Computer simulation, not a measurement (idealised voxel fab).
process module | voxel self aligned contacts
cross-section cut | 185 nm wide | cells 5 nm
A cross-section is a grid of square cells, given in bands from the top down. A band is one or more rows of cells.
Each band's line starts with the height of the band's top and of its bottom, in nm. Then come its materials from left to right, each with its width in nm. One material with "throughout" fills the band from edge to edge. "air" is empty space.
Height 0 is the level under which the wafer as received is all one material. The lowest band goes on downwards, as in "0 down".
A width such as "30 to 40" changes by the same amount from each row of cells to the next, from the band's top row to its bottom row.
"no change" after a step means that no cell of the cross-section changed.
closed voids: empty space of 8 cells or more with no open way to the top, each as width x height at its distance from the left edge, in nm
after a step's settings: what the simulator itself notes on the step
overlay nm, on a step with a mask: how far to the right of its planned place the mask lay; to the left if negative
plan
1 op RECEIVE | material Si
2 op OXIDIZE | depth nm 5
3 op DIRECTIONAL_DEP | material polySi | thk nm 25
4 op DIRECTIONAL_DEP | material SiN | thk nm 25
5 op DIRECTIONAL_DEP | material aC | thk nm 10
6 op PATTERN | tone cover | mask id GATE | material resist | width nm 25 | pitch nm 65 | thk nm 30 | overlay nm 0
7 op DIRECTIONAL_ETCH | etch materials aC | depth nm 10
8 op STRIP | etch materials resist
9 op DIRECTIONAL_ETCH | etch materials SiN | depth nm 25
10 op DIRECTIONAL_ETCH | etch materials polySi | depth nm 25
11 op STRIP | etch materials aC
12 op CONFORMAL_DEP | material SiN | thk nm 10
13 op DIRECTIONAL_ETCH | etch materials SiN | depth nm 10
14 op FILL_DEP | material SiO2 | thk nm 20
15 op CMP | height nm 60
16 op MASKED_ETCH | tone open | mask id CONTACT | width nm 50 | pitch nm 65 | etch materials SiO2 | depth nm 65 | overlay nm 0
17 op CONFORMAL_DEP | material TiN | thk nm 5
18 op FILL_DEP | material W | thk nm 5
19 op CMP | height nm 60
20 op CONFORMAL_DEP | material SiCN | thk nm 5
as received, after step 1
  0 down: Si throughout
  closed voids: none
first wafer at the end, as planned
  65 to 60: SiCN throughout
  60 to 50: SiO2 35 | TiN 5 to 20 | W 40 to 10 | TiN 5 to 20 | SiO2 15 | TiN 5 to 20 | W 40 to 10 | TiN 5 to 20 | SiO2 35
  50 to 25: SiO2 5 | SiN 45 | TiN 5 | W 10 | TiN 5 | SiN 45 | TiN 5 | W 10 | TiN 5 | SiN 45 | SiO2 5
  25 to 0: SiO2 5 | SiN 10 | polySi 25 | SiN 10 | TiN 5 | W 10 | TiN 5 | SiN 10 | polySi 25 | SiN 10 | TiN 5 | W 10 | TiN 5 | SiN 10 | polySi 25 | SiN 10 | SiO2 5
  0 to -5: SiO2 50 | TiN 20 | SiO2 45 | TiN 20 | SiO2 50
  -5 down: Si throughout
  closed voids: none
second wafer at the end: like start, like plan, one mistake
  65 to 60: SiCN throughout
  60 to 55: SiO2 35 | TiN 20 | W 10 | TiN 20 | SiO2 15 | TiN 20 | W 10 | TiN 20 | SiO2 35
  55 to 35: SiO2 5 | SiN 45 | TiN 5 | W 10 | TiN 5 | SiN 45 | TiN 5 | W 10 | TiN 5 | SiN 45 | SiO2 5
  35 to 30: SiO2 5 | SiN 45 | TiN 20 | SiN 45 | TiN 20 | SiN 45 | SiO2 5
  30 to 25: SiN throughout
  25 to 0: polySi throughout
  0 to -5: SiO2 throughout
  -5 down: Si throughout
  closed voids: none
what went wrong: step 4 ran as: op DIRECTIONAL_DEP | material SiN | thk nm 30
at the end the second wafer has, in cells: 23 fewer of SiN | 19 fewer of SiO2 | 28 fewer of TiN | 40 fewer of W | 110 more of polySi
